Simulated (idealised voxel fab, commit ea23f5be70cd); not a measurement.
voxel trench capacitor: a process module
Cross-section cut: width 290 nm, square cells of 5 nm.
Format of a cross-section: grid, square cells. Given as bands. Order: top down. Band: one or more rows of cells.
Each band's line starts with the height of the band's top and of its bottom, in nm. Then come its materials from left to right, each with its width in nm. One material with "full width" fills the band from edge to edge. "empty" is empty space.
Height datum 0, below which the as-received substrate wafer is one material. Lowest band open at the bottom, running downward: "0 nm and below".
The expression "30->40" gives the width at the extremes of the band, the first number at its top row of cells and the second at its bottom row, with the width changing by equal amounts from each row to the next in between.
Key: "nothing different" - step with no changed cell in the cross-section.
Closed-off voids of 8+ cells (no open route to the top) go in "Sealed-off cavities", written width x height at distance from the left edge, in nm.
That trailing text on a step's line, after the settings, is the simulator's own remark on the step.
overlay nm: on a step with a mask, how far right of its planned place the mask lay; negative means left.
[Process steps - plan]
1) RECEIVE [material Si]
2) CONFORMAL_DEP [material SiN] [thk nm 5]
3) DIRECTIONAL_DEP [material aC] [thk nm 10]
4) PATTERN [tone open] [mask id TRENCH] [material resist] [width nm 25] [pitch nm 50] [thk nm 25] [overlay nm 0]
5) DIRECTIONAL_ETCH [etch materials aC] [depth nm 10]
6) STRIP [etch materials resist]
7) DIRECTIONAL_ETCH [etch materials SiN] [depth nm 5]
8) DIRECTIONAL_ETCH [etch materials Si] [depth nm 30]
9) STRIP [etch materials aC]
10) CONFORMAL_DEP [material SiO2] [thk nm 5]
11) FILL_DEP [material polySi] [thk nm 10]
12) CMP [height nm -5]
What sets these wafers apart? The height nm at step 12. They all start alike, and the plan carries the first wafer's value.
[Cross-section, first of several wafers, as delivered after step 1]
- 0 nm and below = Si full width
- Sealed-off cavities: none
[Once step 12, the last step, is complete, the module is at its end; this is the cross-section of the first of several wafers]
- -5 nm to -25 nm = Si 55 nm  SiO2 5 nm  polySi 15 nm  SiO2 5 nm  Si 25 nm  SiO2 5 nm  polySi 15 nm  SiO2 5 nm  Si 25 nm  SiO2 5 nm  polySi 15 nm  SiO2 5 nm  Si 25 nm  SiO2 5 nm  polySi 15 nm  SiO2 5 nm  Si 60 nm
- -25 nm to -30 nm = Si 55 nm  SiO2 25 nm  Si 25 nm  SiO2 25 nm  Si 25 nm  SiO2 25 nm  Si 25 nm  SiO2 25 nm  Si 60 nm
- -30 nm and below = Si full width
- Sealed-off cavities: none
[Here we cross-sectioned the last of the wafers once the module was done]
- 20 nm to 10 nm = polySi full width
- 10 nm to 5 nm = SiO2 60 nm  polySi 15 nm  SiO2 35 nm  polySi 15 nm  SiO2 35 nm  polySi 15 nm  SiO2 35 nm  polySi 15 nm  SiO2 65 nm
- 5 nm to 0 nm = SiN 55 nm  SiO2 5 nm  polySi 15 nm  SiO2 5 nm  SiN 25 nm  SiO2 5 nm  polySi 15 nm  SiO2 5 nm  SiN 25 nm  SiO2 5 nm  polySi 15 nm  SiO2 5 nm  SiN 25 nm  SiO2 5 nm  polySi 15 nm  SiO2 5 nm  SiN 60 nm
- 0 nm to -25 nm = Si 55 nm  SiO2 5 nm  polySi 15 nm  SiO2 5 nm  Si 25 nm  SiO2 5 nm  polySi 15 nm  SiO2 5 nm  Si 25 nm  SiO2 5 nm  polySi 15 nm  SiO2 5 nm  Si 25 nm  SiO2 5 nm  polySi 15 nm  SiO2 5 nm  Si 60 nm
- -25 nm to -30 nm = Si 55 nm  SiO2 25 nm  Si 25 nm  SiO2 25 nm  Si 25 nm  SiO2 25 nm  Si 25 nm  SiO2 25 nm  Si 60 nm
- -30 nm and below = Si full width
- Sealed-off cavities: none
[Per-wafer rows below. For each material: cells gained (+) or lost (-) since the wafer was received, as of end of module. Then: closed voids]
height nm -5, -158 Si, +52 SiO2, +48 polySi, Sealed-off cavities: none
height nm 0, -120 Si, +60 SiO2, +60 polySi, Sealed-off cavities: none
height nm 5, -120 Si, +38 SiN, +68 SiO2, +72 polySi, Sealed-off cavities: none
height nm 10, -120 Si, +38 SiN, +114 SiO2, +84 polySi, Sealed-off cavities: none
height nm 15, -120 Si, +38 SiN, +114 SiO2, +142 polySi, Sealed-off cavities: none
height nm 20, -120 Si, +38 SiN, +114 SiO2, +200 polySi, Sealed-off cavities: none
